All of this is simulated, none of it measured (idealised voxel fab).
Process module, titled voxel ribs on slabs
Section shown: cut. Width: 235 nm. Cell size: 5 nm, square.
If you're reading a cross-section in this doc, picture square cells in a grid; it comes to you as bands, top ones listed first down to the bottom, and a band can be one or more rows of cells. First you get the band's top height and its bottom height, in nm, and then the materials it's made of, left to right, with each width in nm. If you see a single material with "all across", that one covers the band edge to edge. "air" is empty space. The reference from which all heights are counted is 0, the level beneath which the as-received wafer is entirely one material; the lowest band, having no lower bound, proceeds downward and is written after the example "0..down". With a width like "30..40", each row of cells in the band differs from the next by the same amount, the top row carrying the first number and the bottom row the second. The cross-section has no changed cell in any step marked "changes: none". "Listed closed voids" contains a list of empty spaces, each no smaller than 8 cells and without an open way to the top, written in the form width x height at distance with the distance from the left edge and all three in nm. Anything after a step's settings on that line? It's the simulator's own note about the step. The optional step-line setting "overlay nm" applies to steps with a mask and quantifies how far to the right of its planned location the mask lay, a negative value indicating leftward placement.
-- List of planned process steps
1 RECEIVE (material Si)
2 DIRECTIONAL_DEP (material SiO2; thk nm 20)
3 DIRECTIONAL_DEP (material SiN; thk nm 25)
4 DIRECTIONAL_DEP (material aC; thk nm 15)
5 PATTERN (tone cover; mask id RIB; material resist; width nm 30; thk nm 35; overlay nm 0)
6 DIRECTIONAL_ETCH (etch materials aC; depth nm 15)
7 STRIP (etch materials resist)
8 DIRECTIONAL_ETCH (etch materials SiN; depth nm 5)
9 STRIP (etch materials aC)
10 MASKED_ETCH (tone cover; mask id SLAB; width nm 60; etch materials SiN; depth nm 20; overlay nm 0)
11 FILL_DEP (material SiO2; thk nm 15)
12 CMP (height nm 55)
13 DIRECTIONAL_DEP (material TiN; thk nm 5)
14 PATTERN (tone cover; mask id HEATER; material resist; width nm 40; thk nm 20; overlay nm 0)
15 DIRECTIONAL_ETCH (etch materials TiN; depth nm 5)
16 STRIP (etch materials resist)
17 CONFORMAL_DEP (material SiN; thk nm 5)
-- Cross-section, incoming material, after step 1
> 0..down | Si all across
> Listed closed voids: none
-- What the wafer looks like in cross-section after this module, when it starts as shown above and follows the plan above but one mistake is made in running it
> 65..60 | air 90 / SiN 50 / air 95
> 60..55 | SiN 95 / TiN 40 / SiN 100
> 55..40 | SiO2 all across
> 40..25 | SiN 85 / SiO2 60 / SiN 90
> 25..20 | SiN 85 / SiO2 15 / SiN 30 / SiO2 15 / SiN 90
> 20..0 | SiO2 all across
> 0..down | Si all across
> Listed closed voids: none
Which mistake was made when the wafer was run? step 10 ran differently from the plan; actual operation with settings: MASKED_ETCH (tone open; mask id SLAB; width nm 60; etch materials SiN; depth nm 20; overlay nm 0)
